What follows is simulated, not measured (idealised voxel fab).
process module | voxel self aligned vias
cross-section cut | 170 nm wide | cells 5 nm
A cross-section is a grid of square cells, given in bands from the top down. A band is one or more rows of cells.
Each band's line starts with the height of the band's top and of its bottom, in nm. Then come its materials from left to right, each with its width in nm. One material with "throughout" fills the band from edge to edge. "air" is empty space.
Height 0 is the level under which the wafer as received is all one material. The lowest band goes on downwards, as in "0 down".
A width such as "30 to 40" changes by the same amount from each row of cells to the next, from the band's top row to its bottom row.
"no change" after a step means that no cell of the cross-section changed.
closed voids: empty space of 8 cells or more with no open way to the top, each as width x height at its distance from the left edge, in nm
after a step's settings: what the simulator itself notes on the step
overlay nm, on a step with a mask: how far to the right of its planned place the mask lay; to the left if negative
plan
1 op RECEIVE | material Si
2 op CONFORMAL_DEP | material SiO2 | thk nm 15
3 op CONFORMAL_DEP | material SiCN | thk nm 5
4 op DIRECTIONAL_DEP | material lowk | thk nm 30
5 op DIRECTIONAL_DEP | material aC | thk nm 15
6 op PATTERN | tone open | mask id LINES | material resist | width nm 30 | pitch nm 60 | thk nm 30 | overlay nm 0
7 op DIRECTIONAL_ETCH | etch materials aC | depth nm 15
8 op STRIP | etch materials resist
9 op DIRECTIONAL_ETCH | etch materials lowk | depth nm 30
10 op STRIP | etch materials aC
11 op CONFORMAL_DEP | material TiN | thk nm 5
12 op FILL_DEP | material Ru | thk nm 5
13 op CMP | height nm 50
14 op SELECTIVE_ETCH | etch materials W Ru TiN | depth nm 5
15 op FILL_DEP | material SiN | thk nm 5
16 op CMP | height nm 50
17 op DIRECTIONAL_DEP | material lowk | thk nm 20
18 op DIRECTIONAL_DEP | material aC | thk nm 10
19 op PATTERN | tone open | mask id VIAS | material resist | width nm 30 | thk nm 25 | overlay nm 0
20 op DIRECTIONAL_ETCH | etch materials aC | depth nm 10
21 op STRIP | etch materials resist
22 op DIRECTIONAL_ETCH | etch materials lowk | depth nm 20
23 op DIRECTIONAL_ETCH | etch materials SiN | depth nm 5
24 op STRIP | etch materials aC
25 op CONFORMAL_DEP | material TiN | thk nm 5
26 op FILL_DEP | material W | thk nm 10
27 op CMP | height nm 70
28 op CONFORMAL_DEP | material SiN | thk nm 5
varied across the wafers: width nm of step 19. The plan shows the first wafer's value. All wafers start alike
first wafer as received, after step 1
  0 down: Si throughout
  closed voids: none
each wafer at the end: cells of each material gained (+) or lost (-) since it was received, then its closed voids
width nm 30 | +32 Ru | +34 SiCN | +40 SiN | +102 SiO2 | +42 TiN | +16 W | +244 lowk | closed voids: none
width nm 35 | +32 Ru | +34 SiCN | +40 SiN | +102 SiO2 | +43 TiN | +19 W | +240 lowk | closed voids: none
width nm 40 | +32 Ru | +34 SiCN | +40 SiN | +102 SiO2 | +44 TiN | +22 W | +236 lowk | closed voids: none
width nm 45 | +32 Ru | +34 SiCN | +40 SiN | +102 SiO2 | +45 TiN | +25 W | +232 lowk | closed voids: none
width nm 50 | +32 Ru | +34 SiCN | +40 SiN | +102 SiO2 | +46 TiN | +28 W | +228 lowk | closed voids: none
width nm 55 | +32 Ru | +34 SiCN | +40 SiN | +102 SiO2 | +47 TiN | +31 W | +224 lowk | closed voids: none
